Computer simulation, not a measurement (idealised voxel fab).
Presented below is a process module, voxel gate over fins.
We display cut, a cross-section 275 nm in width whose square cells are each 5 nm.
Notation: cross-section as square-cell grid; stated in bands, top first, going down; one or more cell rows per band.
This entry defines a band. It first specifies the height of the band's top and the height of its bottom in nm, and then specifies the band's materials from left to right, stating each material with its width in nm. The word "throughout" identifies a single material that fills the band from edge to edge, while the word "empty" identifies empty space.
Heights are reckoned from 0. Under this level, the received wafer is all of one material. The bottommost band is open-ended downward, for example "0 nm and below".
The notation "30..40" denotes a width that varies across the rows of cells in the band, beginning at the first number in the top row, finishing at the second number in the bottom row, and changing by an identical amount from each row to the next.
The cross-section has no changed cell in any step marked "everything unchanged".
Under "Enclosed voids" you'll find the enclosed gaps, the ones with no way out to the top, that are 8 cells or bigger; each reads width x height at distance, with distance counted from the left edge, everything in nm.
after a step's settings: what the simulator itself notes on the step
overlay nm: where the mask lay relative to plan, measured to the right, on steps with a mask; negatives go left.

This section lists the process steps that were planned
step 1: RECEIVE: material Si
step 2: CONFORMAL_DEP: material SiN, thk nm 10
step 3: PATTERN: tone cover, mask id FINS, material resist, width nm 15, pitch nm 60, thk nm 15, overlay nm 0
step 4: DIRECTIONAL_ETCH: etch materials SiN, depth nm 10
step 5: DIRECTIONAL_ETCH: etch materials Si, depth nm 30
step 6: STRIP: etch materials resist
step 7: OXIDIZE: depth nm 5
step 8: FILL_DEP: material SiO2, thk nm 5
step 9: CMP: height nm 10
step 10: MASKED_ETCH: tone open, mask id RAIL, width nm 15, etch materials SiO2, depth nm 35, overlay nm 0
step 11: CONFORMAL_DEP: material TiN, thk nm 5
step 12: FILL_DEP: material W, thk nm 5
step 13: CMP: height nm 10
step 14: SELECTIVE_ETCH: etch materials W Ru TiN, depth nm 30
step 15: FILL_DEP: material SiO2, thk nm 5
step 16: CMP: height nm 10
step 17: SELECTIVE_ETCH: etch materials SiO2, depth nm 25
step 18: STRIP: etch materials SiN
step 19: CONFORMAL_DEP: material HfO2, thk nm 5
step 20: CONFORMAL_DEP: material TiN, thk nm 5
step 21: CONFORMAL_DEP: material TiAl, thk nm 5
step 22: CONFORMAL_DEP: material TiN, thk nm 5
step 23: FILL_DEP: material W, thk nm 15
step 24: CMP: height nm 30
step 25: CONFORMAL_DEP: material SiCN, thk nm 5

As-received state of the wafer in cross-section, equivalent to post-step 1
- 0 nm and below: Si throughout
- Enclosed voids: none

Cross-section taken at module completion on the first of two wafers; processed per the plan
- 35 nm to 30 nm: SiCN throughout
- 30 nm to 20 nm: W throughout
- 20 nm to 15 nm: 55 W; 45 TiN; 15 W; 45 TiN; 15 W; 45 TiN; 55 W
- 15 nm to 10 nm: 55 W; 5 TiN; 35 TiAl; 5 TiN; 15 W; 5 TiN; 35 TiAl; 5 TiN; 15 W; 5 TiN; 35 TiAl; 5 TiN; 55 W
- 10 nm to 5 nm: 55 W; 5 TiN; 5 TiAl; 25 TiN; 5 TiAl; 5 TiN; 15 W; 5 TiN; 5 TiAl; 25 TiN; 5 TiAl; 5 TiN; 15 W; 5 TiN; 5 TiAl; 25 TiN; 5 TiAl; 5 TiN; 55 W
- 5 nm to 0 nm: 60 TiN; 5 TiAl; 5 TiN; 15 HfO2; 5 TiN; 5 TiAl; 25 TiN; 5 TiAl; 5 TiN; 15 HfO2; 5 TiN; 5 TiAl; 25 TiN; 5 TiAl; 5 TiN; 15 HfO2; 5 TiN; 5 TiAl; 60 TiN
- 0 nm to -5 nm: 65 TiAl; 5 TiN; 5 HfO2; 5 Si; 5 HfO2; 5 TiN; 35 TiAl; 5 TiN; 5 HfO2; 5 Si; 5 HfO2; 5 TiN; 35 TiAl; 5 TiN; 5 HfO2; 5 Si; 5 HfO2; 5 TiN; 65 TiAl
- -5 nm to -10 nm: 70 TiN; 5 HfO2; 5 Si; 5 HfO2; 45 TiN; 5 HfO2; 5 Si; 5 HfO2; 45 TiN; 5 HfO2; 5 Si; 5 HfO2; 70 TiN
- -10 nm to -15 nm: 75 HfO2; 5 Si; 55 HfO2; 5 Si; 55 HfO2; 5 Si; 75 HfO2
- -15 nm to -20 nm: 75 SiO2; 5 Si; 55 SiO2; 5 Si; 55 SiO2; 5 Si; 75 SiO2
- -20 nm to -25 nm: 75 SiO2; 5 Si; 20 SiO2; 15 TiN; 20 SiO2; 5 Si; 55 SiO2; 5 Si; 75 SiO2
- -25 nm to -35 nm: 75 SiO2; 5 Si; 55 SiO2; 5 Si; 55 SiO2; 5 Si; 75 SiO2
- -35 nm and below: Si throughout
- Enclosed voids: none

Wafer two, end of module, cross-section. Same start, same plan as wafer one. One mistake in the run
- 35 nm to 30 nm: SiCN throughout
- 30 nm to 20 nm: W throughout
- 20 nm to 15 nm: 55 W; 45 TiN; 15 W; 45 TiN; 15 W; 45 TiN; 55 W
- 15 nm to 10 nm: 55 W; 5 TiN; 35 TiAl; 5 TiN; 15 W; 5 TiN; 35 TiAl; 5 TiN; 15 W; 5 TiN; 35 TiAl; 5 TiN; 55 W
- 10 nm to 5 nm: 55 W; 5 TiN; 5 TiAl; 25 TiN; 5 TiAl; 5 TiN; 15 W; 5 TiN; 5 TiAl; 25 TiN; 5 TiAl; 5 TiN; 15 W; 5 TiN; 5 TiAl; 25 TiN; 5 TiAl; 5 TiN; 55 W
- 5 nm to 0 nm: 60 TiN; 5 TiAl; 5 TiN; 15 HfO2; 5 TiN; 5 TiAl; 25 TiN; 5 TiAl; 5 TiN; 15 HfO2; 5 TiN; 5 TiAl; 25 TiN; 5 TiAl; 5 TiN; 15 HfO2; 5 TiN; 5 TiAl; 60 TiN
- 0 nm to -5 nm: 65 TiAl; 5 TiN; 5 HfO2; 5 Si; 5 HfO2; 5 TiN; 35 TiAl; 5 TiN; 5 HfO2; 5 Si; 5 HfO2; 5 TiN; 35 TiAl; 5 TiN; 5 HfO2; 5 Si; 5 HfO2; 5 TiN; 65 TiAl
- -5 nm to -10 nm: 70 TiN; 5 HfO2; 5 Si; 5 HfO2; 45 TiN; 5 HfO2; 5 Si; 5 HfO2; 45 TiN; 5 HfO2; 5 Si; 5 HfO2; 70 TiN
- -10 nm to -15 nm: 75 HfO2; 5 Si; 55 HfO2; 5 Si; 55 HfO2; 5 Si; 75 HfO2
- -15 nm to -20 nm: 75 SiO2; 5 Si; 55 SiO2; 5 Si; 55 SiO2; 5 Si; 75 SiO2
- -20 nm to -25 nm: 70 TiN; 5 SiO2; 5 Si; 5 SiO2; 15 TiN; 15 SiO2; 15 TiN; 5 SiO2; 5 Si; 5 SiO2; 45 TiN; 5 SiO2; 5 Si; 5 SiO2; 70 TiN
- -25 nm to -35 nm: 75 SiO2; 5 Si; 55 SiO2; 5 Si; 55 SiO2; 5 Si; 75 SiO2
- -35 nm and below: Si throughout
- Enclosed voids: none
Want to know what went wrong? step 10 did not use the planned setting and instead ran as MASKED_ETCH: tone cover, mask id RAIL, width nm 15, etch materials SiO2, depth nm 35, overlay nm 0
Materials where the second wafer ends with more or fewer cells than the first: SiO2 -40, TiN +40
